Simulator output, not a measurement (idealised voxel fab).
Module name: voxel spacer lines (process module)
Square cell edge 5 nm, section width 180 nm, ID cut.
Cross-section layout: square cells on a grid; listed as bands, top to bottom; a band spans one or more cell rows. Look at the band entry: it leads with the top's height and the bottom's height in nm. Then it lists the materials left to right, with a width in nm for each. The word "all across" on a single material says that material fills the band edge to edge. The word "air" is empty space. Height is counted from the level 0, under which the received wafer is composed throughout of one material. The lowest of the bands is not closed at the bottom but continues downward, in the notation "0..down". The notation "30->40" denotes a width that varies across the rows of cells in the band, beginning at the first number in the top row, finishing at the second number in the bottom row, and changing by an identical amount from each row to the next. "nothing got changed" (step): cross-section cells unchanged, all of them. "Cavities, sealed": empty spaces of 8 cells or more with no open way to the top, each given as width x height at distance, distance from the left edge, all in nm. The remark found on a step's line after its settings is issued by the simulator itself and pertains to that step. Among the settings permitted on a step's line is "overlay nm"; applied to a step with a mask, it specifies the extent to which the mask lay to the right of its planned position, whereas a negative figure signifies a position to the left.
This section lists the process steps that were planned
1) RECEIVE, material Si
2) CONFORMAL_DEP, material Al2O3, thk nm 5
3) DIRECTIONAL_DEP, material polySi, thk nm 15
4) DIRECTIONAL_DEP, material aC, thk nm 20
5) PATTERN, tone cover, mask id MANDREL, material resist, width nm 15, pitch nm 60, thk nm 25, overlay nm 0
6) DIRECTIONAL_ETCH, etch materials aC, depth nm 20
7) STRIP, etch materials resist
8) CONFORMAL_DEP, material SiO2, thk nm 10
9) DIRECTIONAL_ETCH, etch materials SiO2, depth nm 10
10) STRIP, etch materials aC
11) DIRECTIONAL_ETCH, etch materials polySi, depth nm 15
12) STRIP, etch materials SiO2
Don't read the plan's width nm for step 5 as applying to every wafer: that's the first wafer's value, and the wafers differ in it, though they all start identical.
Cross-section of the first incoming wafer of several, state after step 1
	0..down  Si all across
	Cavities, sealed: none
Heads up, this table goes wafer by wafer. A row tells you, at the end of the module, how many cells of each material that wafer has put on (+) or dropped (-) since it was received, and then its closed voids
width nm 15; +36 Al2O3; +24 polySi; Cavities, sealed: none
width nm 20; +36 Al2O3; +24 polySi; Cavities, sealed: none
width nm 25; +36 Al2O3; +24 polySi; Cavities, sealed: none
width nm 30; +36 Al2O3; +24 polySi; Cavities, sealed: none
width nm 35; +36 Al2O3; +24 polySi; Cavities, sealed: none
